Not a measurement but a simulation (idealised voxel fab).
This section sets out a process module, namely voxel wiring stack.
Cross-section cut: width 285 nm, square cells of 5 nm.
Bands, listed from the top down, are how a cross-section gets written in this document; the cross-section itself is a grid of square cells, and a band is one or more rows of them.
Each band's line starts with the height of the band's top and of its bottom, in nm. Then come its materials from left to right, each with its width in nm. One material with "edge to edge" fills the band from edge to edge. "empty" is empty space.
Beneath 0, the wafer as received is one material, and that level is where height counting begins. The lowest band goes on downward without a bottom; it is written like "z 0 and below".
So if you see something like "30..40" for the width, read it as the top row of the band sitting at the first number and the bottom row at the second, with every row in between moving by the same amount as the last.
"identical to before" means the step left every cell of the cross-section as it was.
Look at "Closed-off voids" for the closed voids: empty spaces with no open path to the top, sized 8 cells or up. Each is width x height at distance, distance from the left edge, all nm.
On each step's line, the part that comes after the settings is the simulator's own comment on the step.
The "overlay nm" setting may appear on a step's line; for a step that uses a mask, it gives how far to the right of its planned position the mask lay, and a negative value indicates the left.
Planned step list for the process:
| 1 | op RECEIVE | material Si |
| 2 | op CONFORMAL_DEP | material SiO2 | thk nm 15 |
| 3 | op CONFORMAL_DEP | material SiN | thk nm 5 |
| 4 | op DIRECTIONAL_DEP | material SiO2 | thk nm 20 |
| 5 | op DIRECTIONAL_DEP | material aC | thk nm 15 |
| 6 | op PATTERN | tone open | mask id METAL_1 | material resist | width nm 25 | pitch nm 50 | thk nm 35 | overlay nm 0 |
| 7 | op DIRECTIONAL_ETCH | etch materials aC | depth nm 15 |
| 8 | op STRIP | etch materials resist |
| 9 | op DIRECTIONAL_ETCH | etch materials SiO2 | depth nm 20 |
| 10 | op DIRECTIONAL_ETCH | etch materials SiN | depth nm 5 |
| 11 | op STRIP | etch materials aC |
| 12 | op CONFORMAL_DEP | material TiN | thk nm 5 |
| 13 | op FILL_DEP | material W | thk nm 5 |
| 14 | op CMP | height nm 40 |
| 15 | op EPI | material Ru | thk nm 5 |
| 16 | op FILL_DEP | material SiCN | thk nm 5 |
| 17 | op DIRECTIONAL_DEP | material SiO2 | thk nm 15 |
| 18 | op PATTERN | tone open | mask id PLUG_1 | material resist | width nm 15 | pitch nm 50 | thk nm 20 | overlay nm 0 |
| 19 | op DIRECTIONAL_ETCH | etch materials SiO2 | depth nm 15 |
| 20 | op DIRECTIONAL_ETCH | etch materials SiCN | depth nm 5 |
| 21 | op STRIP | etch materials resist |
| 22 | op CONFORMAL_DEP | material TiN | thk nm 5 |
| 23 | op FILL_DEP | material Ru | thk nm 10 |
| 24 | op CMP | height nm 65 |
| 25 | op CONFORMAL_DEP | material SiN | thk nm 5 |
| 26 | op DIRECTIONAL_DEP | material lowk | thk nm 20 |
| 27 | op MASKED_ETCH | tone open | mask id METAL_2 | width nm 25 | pitch nm 50 | etch materials lowk | depth nm 20 | overlay nm 0 |
| 28 | op MASKED_ETCH | tone open | mask id METAL_2 | width nm 25 | pitch nm 50 | etch materials SiN | depth nm 5 | overlay nm 0 |
| 29 | op CONFORMAL_DEP | material TiN | thk nm 5 |
| 30 | op FILL_DEP | material Cu | thk nm 5 |
| 31 | op CMP | height nm 90 |
| 32 | op CONFORMAL_DEP | material SiCN | thk nm 5 |
The cross-section here shows the wafer as received, i.e. in its state after step 1:
	z 0 and below  Si edge to edge
	Closed-off voids: none
Wafer at module end, in section. Began as above, planned as above, run with one mistake:
	z 95 to 90  SiCN edge to edge
	z 90 to 75  80 nm lowk  5 nm TiN  15 nm Cu  5 nm TiN  25 nm lowk  5 nm TiN  15 nm Cu  5 nm TiN  25 nm lowk  5 nm TiN  15 nm Cu  5 nm TiN  80 nm lowk
	z 75 to 70  80 nm lowk  5 nm TiN  10 nm Cu  10 nm TiN  25 nm lowk  5 nm TiN  10 nm Cu  10 nm TiN  25 nm lowk  5 nm TiN  10 nm Cu  10 nm TiN  80 nm lowk
	z 70 to 65  80 nm SiN  20 nm TiN  30 nm SiN  20 nm TiN  30 nm SiN  20 nm TiN  85 nm SiN
	z 65 to 50  80 nm SiO2  5 nm TiN  5 nm Ru  5 nm TiN  35 nm SiO2  5 nm TiN  5 nm Ru  5 nm TiN  35 nm SiO2  5 nm TiN  5 nm Ru  5 nm TiN  90 nm SiO2
	z 50 to 45  80 nm SiCN  15 nm TiN  35 nm SiCN  15 nm TiN  35 nm SiCN  15 nm TiN  90 nm SiCN
	z 45 to 40  75 nm SiCN  35 nm Ru  15 nm SiCN  35 nm Ru  15 nm SiCN  35 nm Ru  75 nm SiCN
	z 40 to 20  80 nm SiO2  5 nm TiN  15 nm W  5 nm TiN  25 nm SiO2  5 nm TiN  15 nm W  5 nm TiN  25 nm SiO2  5 nm TiN  15 nm W  5 nm TiN  80 nm SiO2
	z 20 to 15  80 nm SiN  25 nm TiN  25 nm SiN  25 nm TiN  25 nm SiN  25 nm TiN  80 nm SiN
	z 15 to 0  SiO2 edge to edge
	z 0 and below  Si edge to edge
	Closed-off voids: none
Misprocessing identified: step 28 was run on a setting that differed from the plan, and what really ran there is op MASKED_ETCH | tone open | mask id METAL_2 | width nm 25 | pitch nm 50 | etch materials SiN | depth nm 5 | overlay nm -5
